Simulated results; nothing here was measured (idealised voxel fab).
Documented hereafter: the process module known as voxel self aligned vias.
We display cut, a cross-section 290 nm in width whose square cells are each 5 nm.
The cross-sections in this document take the form of a grid made of square cells. They are written out as bands, in order from top to bottom. Each band consists of one or more rows of cells.
The entry gives the band's vertical extent as a top height and a bottom height in nm, then its horizontal make-up as materials from left to right, each with a width in nm. "empty" stands for empty space; a single material marked "everywhere" fills the band edge to edge.
A quick word on heights: they are counted from 0, and under that level the wafer as it came to us is one material throughout. The lowest band is different from the rest in having no bottom; it simply continues downward, written as in "0 nm and below".
Read "30 to 40" as a graded width: first number on top, second number at the bottom, same change between each pair of neighbouring rows.
"no alterations made" after a step means that no cell of the cross-section changed.
Reported under the label "Enclosed void inventory" are the empty spaces having no open way to the top and comprising 8 cells or more; the notation for each is width x height at distance, in which the distance is measured from the left edge and all three values are in nm.
Step line, after settings: the simulator's comment on this step.
You can add "overlay nm" to a step's line. For a step with a mask, it describes how far the mask lay to the right of its planned position, and a negative number describes a lay to the left.

### The planned process steps are enumerated hereunder
- 1: RECEIVE (material Si)
- 2: CONFORMAL_DEP (material SiO2; thk nm 10)
- 3: CONFORMAL_DEP (material SiCN; thk nm 5)
- 4: DIRECTIONAL_DEP (material lowk; thk nm 25)
- 5: MASKED_ETCH (tone open; mask id LINES; width nm 25; pitch nm 65; etch materials lowk; depth nm 25; overlay nm 0)
- 6: CONFORMAL_DEP (material TiN; thk nm 5)
- 7: FILL_DEP (material Ru; thk nm 5)
- 8: CMP (height nm 40)
- 9: SELECTIVE_ETCH (etch materials W Ru TiN; depth nm 10)
- 10: FILL_DEP (material SiN; thk nm 10)
- 11: CMP (height nm 40)
- 12: DIRECTIONAL_DEP (material lowk; thk nm 20)
- 13: MASKED_ETCH (tone open; mask id VIAS; width nm 45; etch materials lowk; depth nm 20; overlay nm 0)
- 14: MASKED_ETCH (tone open; mask id VIAS; width nm 45; etch materials SiN; depth nm 10; overlay nm 0)
- 15: CONFORMAL_DEP (material TiN; thk nm 5)
- 16: FILL_DEP (material Ru; thk nm 10)
- 17: CMP (height nm 60)
- 18: CONFORMAL_DEP (material SiCN; thk nm 5)

### As-received state of the wafer in cross-section, equivalent to post-step 1
* 0 nm and below: Si everywhere
* Enclosed void inventory: none

### Cross-section at module end, one run error; start and plan unchanged from above
* 80 nm to 75 nm: SiCN everywhere
* 75 nm to 65 nm: Ru everywhere
* 65 nm to 60 nm: TiN 95 | Ru 35 | TiN 160
* 60 nm to 45 nm: lowk 90 | TiN 5 | Ru 35 | TiN 5 | lowk 155
* 45 nm to 40 nm: lowk 90 | TiN 15 | Ru 15 | TiN 15 | lowk 155
* 40 nm to 35 nm: lowk 100 | TiN 5 | Ru 15 | TiN 5 | lowk 40 | SiN 25 | lowk 100
* 35 nm to 30 nm: lowk 100 | TiN 25 | lowk 40 | SiN 25 | lowk 100
* 30 nm to 20 nm: lowk 100 | TiN 5 | Ru 15 | TiN 5 | lowk 40 | TiN 5 | Ru 15 | TiN 5 | lowk 100
* 20 nm to 15 nm: lowk 100 | TiN 25 | lowk 40 | TiN 25 | lowk 100
* 15 nm to 10 nm: SiCN everywhere
* 10 nm to 0 nm: SiO2 everywhere
* 0 nm and below: Si everywhere
* Enclosed void inventory: none
Finding, execution versus plan: plan step 17 skipped
